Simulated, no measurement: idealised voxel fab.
process module | voxel ribs on slabs
Section shown: cut. Width: 260 nm. Cell size: 5 nm, square.
Bands, listed from the top down, are how a cross-section gets written in this document; the cross-section itself is a grid of square cells, and a band is one or more rows of them.
Heights first: top, then bottom, in nm. Then materials, left to right, each with a width in nm. "full width" on a single material: fills the band edge to edge. "blank": empty space.
Convention: height 0 is the level below which the wafer, as received, is all one material. The lowest band does not terminate at the bottom but continues downward, represented as "from 0 down".
Graded width ("30->40"): value in top row of band = first number; value in bottom row = second number; row-to-row change constant.
"all unchanged" for a step: no cell of the cross-section changed in that step.
"Enclosed void list" enumerates empty spaces isolated from the top, with no open way to it, that contain at least 8 cells, giving each as width x height at distance from the left edge, all three in nm.
Heads up: the bit after the settings on a step's line is the simulator's remark on that step.
A step line may carry the setting "overlay nm", which, for steps involving a mask, states the distance by which the mask lay to the right of its intended position; negative values denote displacement to the left.

THE FOLLOWING LIST GIVES THE PLANNED PROCESS STEPS
1) RECEIVE | material Si
2) DIRECTIONAL_DEP | material SiO2 | thk nm 20
3) DIRECTIONAL_DEP | material polySi | thk nm 25
4) MASKED_ETCH | tone cover | mask id RIB | width nm 15 | etch materials polySi | depth nm 20 | overlay nm 0
5) PATTERN | tone cover | mask id SLAB | material resist | width nm 75 | thk nm 20 | overlay nm 0
6) DIRECTIONAL_ETCH | etch materials polySi | depth nm 5
7) STRIP | etch materials resist
8) FILL_DEP | material SiO2 | thk nm 25
9) CMP | height nm 65
10) DIRECTIONAL_DEP | material W | thk nm 5
11) MASKED_ETCH | tone cover | mask id HEATER | width nm 25 | etch materials W | depth nm 5 | overlay nm 0
12) CONFORMAL_DEP | material SiN | thk nm 5

BELOW: THE FIRST OF TWO WAFERS, RUN AS PLANNED

CROSS-SECTION OF THE WAFER AS IT CAME TO US, I.E., ALREADY THROUGH STEP 1
- from 0 down  Si full width
- Enclosed void list: none

AFTER STEP 2: WAFER CROSS-SECTION
- from 20 to 0  SiO2 full width
- For the remainder of the cross-section, below 0, there is no change.

AFTER STEP 3: WAFER CROSS-SECTION
- from 45 to 20  polySi full width
- For the remainder of the cross-section, below 20, there is no change.

AFTER STEP 4: WAFER CROSS-SECTION
- from 45 to 25  blank=120 | polySi=15 | blank=125
- For the remainder of the cross-section, below 25, there is no change.

AFTER STEP 5: WAFER CROSS-SECTION
- from 65 to 45  blank=90 | resist=75 | blank=95
- from 45 to 25  blank=90 | resist=30 | polySi=15 | resist=30 | blank=95
- For the remainder of the cross-section, below 25, there is no change.

AFTER STEP 6: WAFER CROSS-SECTION
- from 65 to 45  blank=90 | resist=75 | blank=95
- from 45 to 25  blank=90 | resist=30 | polySi=15 | resist=30 | blank=95
- from 25 to 20  blank=90 | polySi=75 | blank=95
- For the remainder of the cross-section, below 20, there is no change.

AFTER STEP 7: WAFER CROSS-SECTION
- from 45 to 25  blank=120 | polySi=15 | blank=125
- For the remainder of the cross-section, below 25, there is no change.

AFTER STEP 8: WAFER CROSS-SECTION
- from 70 to 45  SiO2 full width
- from 45 to 25  SiO2=120 | polySi=15 | SiO2=125
- from 25 to 20  SiO2=90 | polySi=75 | SiO2=95
- For the remainder of the cross-section, below 20, there is no change.

AFTER STEP 9: WAFER CROSS-SECTION
- from 65 to 45  SiO2 full width
- For the remainder of the cross-section, below 45, there is no change.

AFTER STEP 10: WAFER CROSS-SECTION
- from 70 to 65  W full width
- For the remainder of the cross-section, below 65, there is no change.

AFTER STEP 11: WAFER CROSS-SECTION
- from 70 to 65  blank=115 | W=25 | blank=120
- For the remainder of the cross-section, below 65, there is no change.

AFTER STEP 12: WAFER CROSS-SECTION
- from 75 to 70  blank=110 | SiN=35 | blank=115
- from 70 to 65  SiN=115 | W=25 | SiN=120
- For the remainder of the cross-section, below 65, there is no change.

WAFER TWO: LIKE WAFER ONE IN START AND PLAN, BUT WITH ONE MISTAKE IN EXECUTION; IDENTICAL UP TO AND INCLUDING STEP 1

THE SECOND WAFER CUT THROUGH, AT THE TIME STEP 2 WAS SUPPOSED TO BE FINISHED
- from 25 to 0  polySi full width
- For the remainder of the cross-section, below 0, there is no change.

THE SECOND WAFER CUT THROUGH, AT THE TIME STEP 3 WAS SUPPOSED TO BE FINISHED
- from 45 to 25  SiO2 full width
- For the remainder of the cross-section, below 25, there is no change.

The second wafer cut through, at the time step 4 was supposed to be finished: all unchanged

THE SECOND WAFER CUT THROUGH, AT THE TIME STEP 5 WAS SUPPOSED TO BE FINISHED
- from 65 to 45  blank=90 | resist=75 | blank=95
- For the remainder of the cross-section, below 45, there is no change.

The second wafer cut through, at the time step 6 was supposed to be finished: all unchanged

THE SECOND WAFER CUT THROUGH, AT THE TIME STEP 7 WAS SUPPOSED TO BE FINISHED
- from 45 to 25  SiO2 full width
- For the remainder of the cross-section, below 25, there is no change.

THE SECOND WAFER CUT THROUGH, AT THE TIME STEP 8 WAS SUPPOSED TO BE FINISHED
- from 70 to 25  SiO2 full width
- For the remainder of the cross-section, below 25, there is no change.

THE SECOND WAFER CUT THROUGH, AT THE TIME STEP 9 WAS SUPPOSED TO BE FINISHED
- from 65 to 25  SiO2 full width
- For the remainder of the cross-section, below 25, there is no change.

THE SECOND WAFER CUT THROUGH, AT THE TIME STEP 10 WAS SUPPOSED TO BE FINISHED
- from 70 to 65  W full width
- For the remainder of the cross-section, below 65, there is no change.

THE SECOND WAFER CUT THROUGH, AT THE TIME STEP 11 WAS SUPPOSED TO BE FINISHED
- from 70 to 65  blank=115 | W=25 | blank=120
- For the remainder of the cross-section, below 65, there is no change.

THE SECOND WAFER CUT THROUGH, AT THE TIME STEP 12 WAS SUPPOSED TO BE FINISHED
- from 75 to 70  blank=110 | SiN=35 | blank=115
- from 70 to 65  SiN=115 | W=25 | SiN=120
- For the remainder of the cross-section, below 65, there is no change.
What was done differently from what was planned? the intended sequence of steps 2 and 3 was reversed during processing, with each occupying the position of the other
It is noted that, at the conclusion of processing, the second wafer exhibits a higher or lower cell count for certain materials relative to the first: 233 fewer of SiO2 | 233 more of polySi
